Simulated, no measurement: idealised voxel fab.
This section sets out a process module, namely voxel self aligned contacts.
Cross-sectional view cut (width: 175 nm; square cell size: 5 nm).
Throughout this document, each cross-section is represented as a grid of square cells and is presented as a sequence of bands enumerated from the top downward, where a band comprises one or more rows of cells.
This entry defines a band. It first specifies the height of the band's top and the height of its bottom in nm, and then specifies the band's materials from left to right, stating each material with its width in nm. The word "all across" identifies a single material that fills the band from edge to edge, while the word "empty" identifies empty space.
Heights are reckoned from 0. Under this level, the received wafer is all of one material. The bottommost band is open-ended downward, for example "top 0, no bottom".
Note: "30 to 40" means the width goes from the first number (top row of the band) to the second number (bottom row) in equal steps per row of cells.
"no change" after a step means that no cell of the cross-section changed.
The entry titled "Entrapped void list" provides the empty spaces that have no open way to the top, restricted to those of 8 cells or more. Each is presented as width x height at distance, the distance being measured from the left edge, with all three in nm.
Note: text after step settings on the step line = simulator remark on that step.
Steps that use a mask can have "overlay nm" on their line. It says how far the mask sat to the right of where it was meant to be. Negative means to the left.
Listed below are the process steps as planned
| 1 | RECEIVE with material Si |
| 2 | CONFORMAL_DEP with material SiO2, thk nm 5 |
| 3 | DIRECTIONAL_DEP with material polySi, thk nm 20 |
| 4 | DIRECTIONAL_DEP with material SiN, thk nm 15 |
| 5 | MASKED_ETCH with tone cover, mask id GATE, width nm 25, pitch nm 60, etch materials SiN, depth nm 15, overlay nm 0 |
| 6 | MASKED_ETCH with tone cover, mask id GATE, width nm 25, pitch nm 60, etch materials polySi, depth nm 20, overlay nm 0 |
| 7 | CONFORMAL_DEP with material SiN, thk nm 5 |
| 8 | DIRECTIONAL_ETCH with etch materials SiN, depth nm 5 |
| 9 | FILL_DEP with material SiO2, thk nm 10 |
| 10 | CMP with height nm 45 |
| 11 | PATTERN with tone open, mask id CONTACT, material resist, width nm 45, pitch nm 60, thk nm 20, overlay nm 0 |
| 12 | DIRECTIONAL_ETCH with etch materials SiO2, depth nm 45 |
| 13 | STRIP with etch materials resist |
| 14 | CONFORMAL_DEP with material TiN, thk nm 5 |
| 15 | FILL_DEP with material Ru, thk nm 5 |
| 16 | CMP with height nm 45 |
| 17 | CONFORMAL_DEP with material SiCN, thk nm 5 |
So, the first of our two wafers, run just as we planned it
Cross-section of the incoming wafer, state after step 1
> top 0, no bottom = Si all across
> Entrapped void list: none
The following cross-section depicts the wafer upon completion of step 2
> top 5, bottom 0 = SiO2 all across
> Rest of section, below 0: as before.
The following cross-section depicts the wafer upon completion of step 3
> top 25, bottom 5 = polySi all across
> Rest of section, below 5: as before.
The following cross-section depicts the wafer upon completion of step 4
> top 40, bottom 25 = SiN all across
> Rest of section, below 25: as before.
The following cross-section depicts the wafer upon completion of step 5
> top 40, bottom 25 = 15 nm empty; 25 nm SiN; 35 nm empty; 25 nm SiN; 35 nm empty; 25 nm SiN; 15 nm empty
> Rest of section, below 25: as before.
The following cross-section depicts the wafer upon completion of step 6
> top 40, bottom 25 = 15 nm empty; 25 nm SiN; 35 nm empty; 25 nm SiN; 35 nm empty; 25 nm SiN; 15 nm empty
> top 25, bottom 5 = 15 nm empty; 25 nm polySi; 35 nm empty; 25 nm polySi; 35 nm empty; 25 nm polySi; 15 nm empty
> Rest of section, below 5: as before.
The following cross-section depicts the wafer upon completion of step 7
> top 45, bottom 25 = 10 nm empty; 35 nm SiN; 25 nm empty; 35 nm SiN; 25 nm empty; 35 nm SiN; 10 nm empty
> top 25, bottom 10 = 10 nm empty; 5 nm SiN; 25 nm polySi; 5 nm SiN; 25 nm empty; 5 nm SiN; 25 nm polySi; 5 nm SiN; 25 nm empty; 5 nm SiN; 25 nm polySi; 5 nm SiN; 10 nm empty
> top 10, bottom 5 = 15 nm SiN; 25 nm polySi; 35 nm SiN; 25 nm polySi; 35 nm SiN; 25 nm polySi; 15 nm SiN
> Rest of section, below 5: as before.
The following cross-section depicts the wafer upon completion of step 8
> top 40, bottom 25 = 10 nm empty; 35 nm SiN; 25 nm empty; 35 nm SiN; 25 nm empty; 35 nm SiN; 10 nm empty
> top 25, bottom 5 = 10 nm empty; 5 nm SiN; 25 nm polySi; 5 nm SiN; 25 nm empty; 5 nm SiN; 25 nm polySi; 5 nm SiN; 25 nm empty; 5 nm SiN; 25 nm polySi; 5 nm SiN; 10 nm empty
> Rest of section, below 5: as before.
The following cross-section depicts the wafer upon completion of step 9
> top 50, bottom 40 = SiO2 all across
> top 40, bottom 25 = 10 nm SiO2; 35 nm SiN; 25 nm SiO2; 35 nm SiN; 25 nm SiO2; 35 nm SiN; 10 nm SiO2
> top 25, bottom 5 = 10 nm SiO2; 5 nm SiN; 25 nm polySi; 5 nm SiN; 25 nm SiO2; 5 nm SiN; 25 nm polySi; 5 nm SiN; 25 nm SiO2; 5 nm SiN; 25 nm polySi; 5 nm SiN; 10 nm SiO2
> Rest of section, below 5: as before.
The following cross-section depicts the wafer upon completion of step 10
> top 45, bottom 40 = SiO2 all across
> Rest of section, below 40: as before.
The following cross-section depicts the wafer upon completion of step 11
> top 65, bottom 45 = 35 nm resist; 45 nm empty; 15 nm resist; 45 nm empty; 35 nm resist
> Rest of section, below 45: as before.
The following cross-section depicts the wafer upon completion of step 12
> top 65, bottom 45 = 35 nm resist; 45 nm empty; 15 nm resist; 45 nm empty; 35 nm resist
> top 45, bottom 40 = 35 nm SiO2; 45 nm empty; 15 nm SiO2; 45 nm empty; 35 nm SiO2
> top 40, bottom 25 = 10 nm SiO2; 35 nm SiN; 25 nm empty; 35 nm SiN; 25 nm empty; 35 nm SiN; 10 nm SiO2
> top 25, bottom 5 = 10 nm SiO2; 5 nm SiN; 25 nm polySi; 5 nm SiN; 25 nm empty; 5 nm SiN; 25 nm polySi; 5 nm SiN; 25 nm empty; 5 nm SiN; 25 nm polySi; 5 nm SiN; 10 nm SiO2
> top 5, bottom 0 = 45 nm SiO2; 25 nm empty; 35 nm SiO2; 25 nm empty; 45 nm SiO2
> Rest of section, below 0: as before.
The following cross-section depicts the wafer upon completion of step 13
> top 45, bottom 40 = 35 nm SiO2; 45 nm empty; 15 nm SiO2; 45 nm empty; 35 nm SiO2
> Rest of section, below 40: as before.
The following cross-section depicts the wafer upon completion of step 14
> top 50, bottom 45 = 40 nm TiN; 35 nm empty; 25 nm TiN; 35 nm empty; 40 nm TiN
> top 45, bottom 40 = 35 nm SiO2; 15 nm TiN; 15 nm empty; 15 nm TiN; 15 nm SiO2; 15 nm TiN; 15 nm empty; 15 nm TiN; 35 nm SiO2
> top 40, bottom 25 = 10 nm SiO2; 35 nm SiN; 5 nm TiN; 15 nm empty; 5 nm TiN; 35 nm SiN; 5 nm TiN; 15 nm empty; 5 nm TiN; 35 nm SiN; 10 nm SiO2
> top 25, bottom 5 = 10 nm SiO2; 5 nm SiN; 25 nm polySi; 5 nm SiN; 5 nm TiN; 15 nm empty; 5 nm TiN; 5 nm SiN; 25 nm polySi; 5 nm SiN; 5 nm TiN; 15 nm empty; 5 nm TiN; 5 nm SiN; 25 nm polySi; 5 nm SiN; 10 nm SiO2
> top 5, bottom 0 = 45 nm SiO2; 25 nm TiN; 35 nm SiO2; 25 nm TiN; 45 nm SiO2
> Rest of section, below 0: as before.
The following cross-section depicts the wafer upon completion of step 15
> top 55, bottom 50 = Ru all across
> top 50, bottom 45 = 40 nm TiN; 35 nm Ru; 25 nm TiN; 35 nm Ru; 40 nm TiN
> top 45, bottom 40 = 35 nm SiO2; 15 nm TiN; 15 nm Ru; 15 nm TiN; 15 nm SiO2; 15 nm TiN; 15 nm Ru; 15 nm TiN; 35 nm SiO2
> top 40, bottom 25 = 10 nm SiO2; 35 nm SiN; 5 nm TiN; 15 nm Ru; 5 nm TiN; 35 nm SiN; 5 nm TiN; 15 nm Ru; 5 nm TiN; 35 nm SiN; 10 nm SiO2
> top 25, bottom 5 = 10 nm SiO2; 5 nm SiN; 25 nm polySi; 5 nm SiN; 5 nm TiN; 15 nm Ru; 5 nm TiN; 5 nm SiN; 25 nm polySi; 5 nm SiN; 5 nm TiN; 15 nm Ru; 5 nm TiN; 5 nm SiN; 25 nm polySi; 5 nm SiN; 10 nm SiO2
> Rest of section, below 5: as before.
The following cross-section depicts the wafer upon completion of step 16
> top 45, bottom 40 = 35 nm SiO2; 15 nm TiN; 15 nm Ru; 15 nm TiN; 15 nm SiO2; 15 nm TiN; 15 nm Ru; 15 nm TiN; 35 nm SiO2
> Rest of section, below 40: as before.
The following cross-section depicts the wafer upon completion of step 17
> top 50, bottom 45 = SiCN all across
> Rest of section, below 45: as before.
Wafer two. Identical start, identical plan. One mistake in execution. Identical history through step 10
Second wafer at the planned finish of step 11, seen in cross-section
> top 65, bottom 45 = 35 nm empty; 45 nm resist; 15 nm empty; 45 nm resist; 35 nm empty
> Rest of section, below 45: as before.
Second wafer at the planned finish of step 12, seen in cross-section
> top 65, bottom 45 = 35 nm empty; 45 nm resist; 15 nm empty; 45 nm resist; 35 nm empty
> top 45, bottom 40 = 35 nm empty; 45 nm SiO2; 15 nm empty; 45 nm SiO2; 35 nm empty
> top 40, bottom 25 = 10 nm empty; 35 nm SiN; 25 nm SiO2; 35 nm SiN; 25 nm SiO2; 35 nm SiN; 10 nm empty
> top 25, bottom 5 = 10 nm empty; 5 nm SiN; 25 nm polySi; 5 nm SiN; 25 nm SiO2; 5 nm SiN; 25 nm polySi; 5 nm SiN; 25 nm SiO2; 5 nm SiN; 25 nm polySi; 5 nm SiN; 10 nm empty
> top 5, bottom 0 = 10 nm empty; 155 nm SiO2; 10 nm empty
> Rest of section, below 0: as before.
Second wafer at the planned finish of step 13, seen in cross-section
> top 45, bottom 40 = 35 nm empty; 45 nm SiO2; 15 nm empty; 45 nm SiO2; 35 nm empty
> Rest of section, below 40: as before.
Second wafer at the planned finish of step 14, seen in cross-section
> top 50, bottom 45 = 30 nm empty; 55 nm TiN; 5 nm empty; 55 nm TiN; 30 nm empty
> top 45, bottom 40 = 5 nm empty; 30 nm TiN; 45 nm SiO2; 15 nm TiN; 45 nm SiO2; 30 nm TiN; 5 nm empty
> top 40, bottom 25 = 5 nm empty; 5 nm TiN; 35 nm SiN; 25 nm SiO2; 35 nm SiN; 25 nm SiO2; 35 nm SiN; 5 nm TiN; 5 nm empty
> top 25, bottom 5 = 5 nm empty; 5 nm TiN; 5 nm SiN; 25 nm polySi; 5 nm SiN; 25 nm SiO2; 5 nm SiN; 25 nm polySi; 5 nm SiN; 25 nm SiO2; 5 nm SiN; 25 nm polySi; 5 nm SiN; 5 nm TiN; 5 nm empty
> top 5, bottom 0 = 10 nm TiN; 155 nm SiO2; 10 nm TiN
> Rest of section, below 0: as before.
Second wafer at the planned finish of step 15, seen in cross-section
> top 55, bottom 50 = Ru all across
> top 50, bottom 45 = 30 nm Ru; 55 nm TiN; 5 nm Ru; 55 nm TiN; 30 nm Ru
> top 45, bottom 40 = 5 nm Ru; 30 nm TiN; 45 nm SiO2; 15 nm TiN; 45 nm SiO2; 30 nm TiN; 5 nm Ru
> top 40, bottom 25 = 5 nm Ru; 5 nm TiN; 35 nm SiN; 25 nm SiO2; 35 nm SiN; 25 nm SiO2; 35 nm SiN; 5 nm TiN; 5 nm Ru
> top 25, bottom 5 = 5 nm Ru; 5 nm TiN; 5 nm SiN; 25 nm polySi; 5 nm SiN; 25 nm SiO2; 5 nm SiN; 25 nm polySi; 5 nm SiN; 25 nm SiO2; 5 nm SiN; 25 nm polySi; 5 nm SiN; 5 nm TiN; 5 nm Ru
> Rest of section, below 5: as before.
Second wafer at the planned finish of step 16, seen in cross-section
> top 45, bottom 40 = 5 nm Ru; 30 nm TiN; 45 nm SiO2; 15 nm TiN; 45 nm SiO2; 30 nm TiN; 5 nm Ru
> Rest of section, below 40: as before.
Second wafer at the planned finish of step 17, seen in cross-section
> top 50, bottom 45 = SiCN all across
> Rest of section, below 45: as before.
Heads up, the wafer didn't run the way we planned it: step 11 was run on a setting that differed from the plan, and what really ran there is PATTERN with tone cover, mask id CONTACT, material resist, width nm 45, pitch nm 60, thk nm 20, overlay nm 0
Materials where the second wafer ends with more or fewer cells than the first: -32 Ru, +49 SiO2, -17 TiN
